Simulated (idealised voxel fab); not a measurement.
Proc. module: voxel ribs on slabs
Section shown: cut. Width: 185 nm. Cell size: 5 nm, square.
If you're reading a cross-section in this doc, picture square cells in a grid; it comes to you as bands, top ones listed first down to the bottom, and a band can be one or more rows of cells.
Band entry format. Leading values: height of top, height of bottom, nm. Remainder: materials in left-to-right order, each with its width in nm. Special words: "throughout" on a single material, which then fills the band edge to edge; "blank", empty space.
Heights from 0 (as-received wafer is one material below). Bottom band endless downward, as "0 down".
A width given as "30->40" starts at the first number in the band's top row and ends at the second number in its bottom row, shifting by an equal amount at every step from row to row.
"no alteration" for a step: no cell of the cross-section changed in that step.
In "Sealed internal cavities" the enclosed voids are listed, meaning empty spaces of 8 cells or larger without any opening to the top. The form is width x height at distance, distance from the left edge, units nm.
Past the settings on a step's line: simulator remark, on that step.
The setting "overlay nm" may be written on the line of a step. When the step uses a mask, the value reports how far to the right of the planned place the mask lay, and a negative value reports that it lay to the left.
[The planned process steps are enumerated hereunder]
1: RECEIVE with material Si
2: DIRECTIONAL_DEP with material SiO2, thk nm 30
3: DIRECTIONAL_DEP with material polySi, thk nm 20
4: PATTERN with tone cover, mask id RIB, material resist, width nm 25, thk nm 20, overlay nm 0
5: DIRECTIONAL_ETCH with etch materials polySi, depth nm 15
6: STRIP with etch materials resist
7: PATTERN with tone cover, mask id SLAB, material resist, width nm 75, thk nm 20, overlay nm 0
8: DIRECTIONAL_ETCH with etch materials polySi, depth nm 5
9: STRIP with etch materials resist
10: FILL_DEP with material SiO2, thk nm 30
11: CMP with height nm 70
12: DIRECTIONAL_DEP with material W, thk nm 10
13: DIRECTIONAL_DEP with material aC, thk nm 10
14: PATTERN with tone cover, mask id HEATER, material resist, width nm 35, thk nm 30, overlay nm 0
15: DIRECTIONAL_ETCH with etch materials aC, depth nm 10
16: STRIP with etch materials resist
17: DIRECTIONAL_ETCH with etch materials W, depth nm 10
18: STRIP with etch materials aC
19: CONFORMAL_DEP with material SiN, thk nm 5
[Wafer cross-section on receipt, i.e. after step 1]
> 0 down | Si throughout
> Sealed internal cavities: none
[Starting wafer: above. Plan: above. Run: one mistake. Cross-section after the module: below]
> 85 to 80 | blank (70), then SiN (45), then blank (70)
> 80 to 75 | blank (70), then SiN (5), then W (35), then SiN (5), then blank (70)
> 75 to 70 | SiN (75), then W (35), then SiN (75)
> 70 to 50 | SiO2 throughout
> 50 to 35 | SiO2 (80), then polySi (25), then SiO2 (80)
> 35 to 30 | SiO2 (55), then polySi (80), then SiO2 (50)
> 30 to 0 | SiO2 throughout
> 0 down | Si throughout
> Sealed internal cavities: none
So what did we get wrong on this run? step 7: run off-plan, actual operation and settings PATTERN with tone cover, mask id SLAB, material resist, width nm 80, thk nm 20, overlay nm 0
